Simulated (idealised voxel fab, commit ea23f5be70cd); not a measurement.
process module | voxel fin reveal
cross-section cut | 200 nm wide | cells 5 nm
A cross-section is a grid of square cells, given in bands from the top down. A band is one or more rows of cells.
Each band's line starts with the height of the band's top and of its bottom, in nm. Then come its materials from left to right, each with its width in nm. One material with "throughout" fills the band from edge to edge. "air" is empty space.
Height 0 is the level under which the wafer as received is all one material. The lowest band goes on downwards, as in "0 down".
A width such as "30 to 40" changes by the same amount from each row of cells to the next, from the band's top row to its bottom row.
"no change" after a step means that no cell of the cross-section changed.
closed voids: empty space of 8 cells or more with no open way to the top, each as width x height at its distance from the left edge, in nm
after a step's settings: what the simulator itself notes on the step
overlay nm, on a step with a mask: how far to the right of its planned place the mask lay; to the left if negative
plan
1 op RECEIVE | material Si
2 op CONFORMAL_DEP | material SiN | thk nm 5
3 op DIRECTIONAL_DEP | material aC | thk nm 15
4 op PATTERN | tone cover | mask id FINS | material resist | width nm 15 | pitch nm 35 | thk nm 35 | overlay nm 0
5 op DIRECTIONAL_ETCH | etch materials aC | depth nm 15
6 op STRIP | etch materials resist
7 op DIRECTIONAL_ETCH | etch materials SiN | depth nm 5
8 op DIRECTIONAL_ETCH | etch materials Si | depth nm 35
9 op STRIP | etch materials aC
10 op OXIDIZE | depth nm 5
11 op FILL_DEP | material SiO2 | thk nm 10
12 op CMP | height nm 5
13 op SELECTIVE_ETCH | etch materials SiO2 | depth nm 30
14 op STRIP | etch materials SiN
as received, after step 1
  0 down: Si throughout
  closed voids: none
a wafer at the end: this start, this plan, one mistake
  0 to -25: air 80 | Si 5 | air 30 | Si 5 | air 80
  -25 to -30: SiO2 45 | air 35 | Si 5 | air 30 | Si 5 | air 35 | SiO2 45
  -30 to -40: SiO2 80 | Si 5 | SiO2 30 | Si 5 | SiO2 80
  -40 down: Si throughout
  closed voids: none
what went wrong: steps 13 and 14 were swapped
